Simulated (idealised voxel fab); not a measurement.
Presented below is a process module, voxel released beams.
Square cell edge 5 nm, section width 285 nm, ID cut.
Each cross-section below is a grid of square cells, stated as bands in top-down order, with one or more rows of cells making up each band. It is stipulated that each band's entry specify, in nanometres, the height of the top of the band and then that of its bottom, followed by the materials of the band in left-to-right sequence, each together with its width in nanometres. A single material marked by the word "all across" is understood to fill the band from edge to edge; the word "air" is understood to denote empty space. Convention: height 0 is the level below which the wafer, as received, is all one material. The lowest band does not terminate at the bottom but continues downward, represented as "0..down". Graded width ("30 to 40"): value in top row of band = first number; value in bottom row = second number; row-to-row change constant. "nothing got changed" for a step: no cell of the cross-section changed in that step. For the entry "Sealed voids", the listed items are empty spaces with no open way to the top whose size is 8 cells or more; each item follows the pattern width x height at distance, where distance is from the left edge and all three are in nm. Step line, after settings: the simulator's comment on this step. overlay nm: right-of-plan distance of the mask on a masked step; negative values mean left-of-plan.

**Planned process steps**
1 RECEIVE [material Si]
2 CONFORMAL_DEP [material Al2O3] [thk nm 5]
3 DIRECTIONAL_DEP [material SiO2] [thk nm 20]
4 PATTERN [tone open] [mask id ANCHOR] [material resist] [width nm 35] [thk nm 20] [overlay nm 0]
5 DIRECTIONAL_ETCH [etch materials SiO2] [depth nm 20]
6 STRIP [etch materials resist]
7 CONFORMAL_DEP [material SiN] [thk nm 15]
8 MASKED_ETCH [tone cover] [mask id BEAM] [width nm 85] [etch materials SiN] [depth nm 15] [overlay nm 0]
9 STRIP [etch materials SiO2]

**Of two wafers, the first: run according to plan**

**So this is the incoming wafer in cross-section - it's already been through step 1**
  0..down | Si all across
  Sealed voids: none

**The wafer, seen in cross-section, after step 2**
  5..0 | Al2O3 all across
  No changes below 0.

**The wafer, seen in cross-section, after step 3**
  25..5 | SiO2 all across
  No changes below 5.

**The wafer, seen in cross-section, after step 4**
  45..25 | resist: 100 / air: 35 / resist: 150
  No changes below 25.

**The wafer, seen in cross-section, after step 5**
  45..25 | resist: 100 / air: 35 / resist: 150
  25..5 | SiO2: 100 / air: 35 / SiO2: 150
  No changes below 5.

**The wafer, seen in cross-section, after step 6**
  25..5 | SiO2: 100 / air: 35 / SiO2: 150
  No changes below 5.

**The wafer, seen in cross-section, after step 7**
  40..25 | SiN: 115 / air: 5 / SiN: 165
  25..20 | SiO2: 100 / SiN: 15 / air: 5 / SiN: 15 / SiO2: 150
  20..5 | SiO2: 100 / SiN: 35 / SiO2: 150
  No changes below 5.

**The wafer, seen in cross-section, after step 8**
  40..25 | air: 95 / SiN: 20 / air: 5 / SiN: 60 / air: 105
  No changes below 25.

**The wafer, seen in cross-section, after step 9**
  40..25 | air: 95 / SiN: 20 / air: 5 / SiN: 60 / air: 105
  25..20 | air: 100 / SiN: 15 / air: 5 / SiN: 15 / air: 150
  20..5 | air: 100 / SiN: 35 / air: 150
  No changes below 5.

**Here the second wafer is described. Its start and its plan were those of the first wafer. Its run contained one mistake. Up to and including step 7, it did exactly what the first wafer did**

**Cross-section of the second wafer corresponding to the planned conclusion of step 8**
  40..25 | air: 100 / SiN: 15 / air: 5 / SiN: 55 / air: 110
  No changes below 25.

**Cross-section of the second wafer corresponding to the planned conclusion of step 9**
  40..25 | air: 100 / SiN: 15 / air: 5 / SiN: 55 / air: 110
  25..20 | air: 100 / SiN: 15 / air: 5 / SiN: 15 / air: 150
  20..5 | air: 100 / SiN: 35 / air: 150
  No changes below 5.
Misprocessing identified: step 8 did not use the planned setting and instead ran as MASKED_ETCH [tone cover] [mask id BEAM] [width nm 75] [etch materials SiN] [depth nm 15] [overlay nm 0]
Final cells, second wafer relative to first, materials higher or lower: -6 SiN
